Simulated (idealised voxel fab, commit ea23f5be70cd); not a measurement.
Title: Process Module voxel transistor to metal
The figure presents cross-section cut, which has a width of 165 nm and is divided into square cells with an edge length of 5 nm.
Cross-section, as written here: a square-cell grid given band by band from the top down, where a band holds one or more rows of cells. The entry gives the band's vertical extent as a top height and a bottom height in nm, then its horizontal make-up as materials from left to right, each with a width in nm. "empty" stands for empty space; a single material marked "everywhere" fills the band edge to edge. A quick word on heights: they are counted from 0, and under that level the wafer as it came to us is one material throughout. The lowest band is different from the rest in having no bottom; it simply continues downward, written as in "0 down". It should be noted that a width expressed as "30->40" varies in equal increments from row to row of cells within the band, taking the value of the first number at the top row and that of the second number at the bottom row. It should be understood that the words "everything unchanged", when stated for a given step, signify that the cross-section underwent no change in any of its cells during that step. So "Trapped cavities" is basically the list of trapped voids: any empty space of 8 cells or more that can't reach the top through an opening. They're written width x height at distance, the distance being from the left edge, and it's all nm. Step line, after settings: the simulator's comment on this step. The optional step-line setting "overlay nm" applies to steps with a mask and quantifies how far to the right of its planned location the mask lay, a negative value indicating leftward placement.
Set out below are the planned steps of the process:
1,RECEIVE,material Si
2,OXIDIZE,depth nm 5
3,CONFORMAL_DEP,material SiN,thk nm 15
4,DIRECTIONAL_DEP,material aC,thk nm 10
5,PATTERN,tone cover,mask id ACTIVE,material resist,width nm 115,thk nm 25,overlay nm 0
6,DIRECTIONAL_ETCH,etch materials aC,depth nm 10
7,STRIP,etch materials resist
8,DIRECTIONAL_ETCH,etch materials SiN,depth nm 15
9,DIRECTIONAL_ETCH,etch materials SiO2,depth nm 5
10,DIRECTIONAL_ETCH,etch materials Si,depth nm 25
11,STRIP,etch materials aC
12,OXIDIZE,depth nm 5
13,FILL_DEP,material SiO2,thk nm 15
14,CMP,height nm 15
15,SELECTIVE_ETCH,etch materials SiO2,depth nm 5
16,STRIP,etch materials SiN
17,SELECTIVE_ETCH,etch materials SiO2,depth nm 5
18,OXIDIZE,depth nm 5
19,DIRECTIONAL_DEP,material polySi,thk nm 25
20,DIRECTIONAL_DEP,material SiCN,thk nm 15
21,PATTERN,tone cover,mask id GATE,material resist,width nm 35,thk nm 20,overlay nm 0
22,DIRECTIONAL_ETCH,etch materials SiCN,depth nm 25
23,DIRECTIONAL_ETCH,etch materials polySi,depth nm 35
24,STRIP,etch materials resist
25,CONFORMAL_DEP,material SiN,thk nm 5
26,DIRECTIONAL_ETCH,etch materials SiN,depth nm 5
27,DIRECTIONAL_ETCH,etch materials SiO2,depth nm 5
28,DIRECTIONAL_ETCH,etch materials Si,depth nm 15
29,EPI,material pSi,thk nm 15
30,FILL_DEP,material SiO2,thk nm 10
31,CMP,height nm 20
32,STRIP,etch materials polySi
33,SELECTIVE_ETCH,etch materials SiO2,depth nm 5
34,CONFORMAL_DEP,material HfO2,thk nm 5
35,CONFORMAL_DEP,material TiN,thk nm 5
36,FILL_DEP,material W,thk nm 5
37,CMP,height nm 15
38,DIRECTIONAL_DEP,material SiO2,thk nm 15
39,DIRECTIONAL_DEP,material aC,thk nm 15
40,PATTERN,tone open,mask id CONTACT,material resist,width nm 15,pitch nm 80,thk nm 35,overlay nm 0
41,DIRECTIONAL_ETCH,etch materials aC,depth nm 15
42,STRIP,etch materials resist
43,DIRECTIONAL_ETCH,etch materials SiO2,depth nm 40
44,STRIP,etch materials aC
45,CONFORMAL_DEP,material TiN,thk nm 5
46,FILL_DEP,material W,thk nm 10
47,CMP,height nm 30
48,CONFORMAL_DEP,material SiCN,thk nm 5
49,DIRECTIONAL_DEP,material lowk,thk nm 20
50,PATTERN,tone open,mask id METAL_1,material resist,width nm 15,pitch nm 80,thk nm 15,overlay nm 0
51,DIRECTIONAL_ETCH,etch materials lowk,depth nm 20
52,DIRECTIONAL_ETCH,etch materials SiCN,depth nm 5
53,STRIP,etch materials resist
54,CONFORMAL_DEP,material TiN,thk nm 5
55,FILL_DEP,material Cu,thk nm 5
56,CMP,height nm 55
57,CONFORMAL_DEP,material SiCN,thk nm 5
58,DIRECTIONAL_DEP,material SiO2,thk nm 35
59,PATTERN,tone open,mask id METAL_2,material resist,width nm 15,pitch nm 80,thk nm 20,overlay nm 0
60,DIRECTIONAL_ETCH,etch materials SiO2,depth nm 20
61,STRIP,etch materials resist
62,MASKED_ETCH,tone open,mask id METAL_2_HOLES,width nm 15,pitch nm 80,etch materials SiO2,depth nm 15,overlay nm 0
63,MASKED_ETCH,tone open,mask id METAL_2_HOLES,width nm 15,pitch nm 80,etch materials SiCN,depth nm 5,overlay nm 0
64,CONFORMAL_DEP,material TiN,thk nm 5
65,FILL_DEP,material Ru,thk nm 10
66,CMP,height nm 95
67,CONFORMAL_DEP,material SiCN,thk nm 5
Cross-sectional view of the wafer in its as-received condition, corresponding to the state after step 1:
    0 down: Si everywhere
    Trapped cavities: none
One mistake in running the module, otherwise start and plan as above: cross-section at the end:
    100 to 95: SiCN everywhere
    95 to 60: SiO2 35 nm | TiN 5 nm | Ru 5 nm | TiN 5 nm | SiO2 65 nm | TiN 5 nm | Ru 5 nm | TiN 5 nm | SiO2 35 nm
    60 to 55: SiCN 35 nm | TiN 15 nm | SiCN 65 nm | TiN 15 nm | SiCN 35 nm
    55 to 35: lowk 35 nm | TiN 5 nm | Cu 5 nm | TiN 5 nm | lowk 65 nm | TiN 5 nm | Cu 5 nm | TiN 5 nm | lowk 35 nm
    35 to 30: SiCN 35 nm | TiN 15 nm | SiCN 65 nm | TiN 15 nm | SiCN 35 nm
    30 to 15: SiO2 35 nm | TiN 5 nm | W 5 nm | TiN 5 nm | SiO2 65 nm | TiN 5 nm | W 5 nm | TiN 5 nm | SiO2 35 nm
    15 to 10: SiO2 35 nm | TiN 5 nm | W 5 nm | TiN 5 nm | SiO2 10 nm | SiN 5 nm | HfO2 5 nm | TiN 5 nm | W 15 nm | TiN 5 nm | HfO2 5 nm | SiN 5 nm | SiO2 10 nm | TiN 5 nm | W 5 nm | TiN 5 nm | SiO2 35 nm
    10 to 5: SiO2 35 nm | TiN 15 nm | SiO2 10 nm | SiN 5 nm | HfO2 5 nm | TiN 5 nm | W 15 nm | TiN 5 nm | HfO2 5 nm | SiN 5 nm | SiO2 10 nm | TiN 15 nm | SiO2 35 nm
    5 to 0: SiO2 20 nm | SiN 5 nm | SiO2 10 nm | TiN 10 nm | pSi 15 nm | SiN 5 nm | HfO2 5 nm | TiN 5 nm | W 15 nm | TiN 5 nm | HfO2 5 nm | SiN 5 nm | pSi 15 nm | TiN 10 nm | SiO2 10 nm | SiN 5 nm | SiO2 20 nm
    0 to -5: SiO2 20 nm | SiN 5 nm | SiO2 10 nm | TiN 10 nm | pSi 15 nm | SiN 5 nm | HfO2 5 nm | TiN 25 nm | HfO2 5 nm | SiN 5 nm | pSi 15 nm | TiN 10 nm | SiO2 10 nm | SiN 5 nm | SiO2 20 nm
    -5 to -10: SiO2 35 nm | TiN 10 nm | pSi 15 nm | HfO2 45 nm | pSi 15 nm | TiN 10 nm | SiO2 35 nm
    -10 to -20: SiO2 45 nm | pSi 15 nm | Si 45 nm | pSi 15 nm | SiO2 45 nm
    -20 to -35: SiO2 30 nm | pSi 30 nm | Si 45 nm | pSi 30 nm | SiO2 30 nm
    -35 to -40: Si 30 nm | pSi 30 nm | Si 45 nm | pSi 30 nm | Si 30 nm
    -40 down: Si everywhere
    Trapped cavities: none
Diagnosis: step 28 of the plan was performed twice
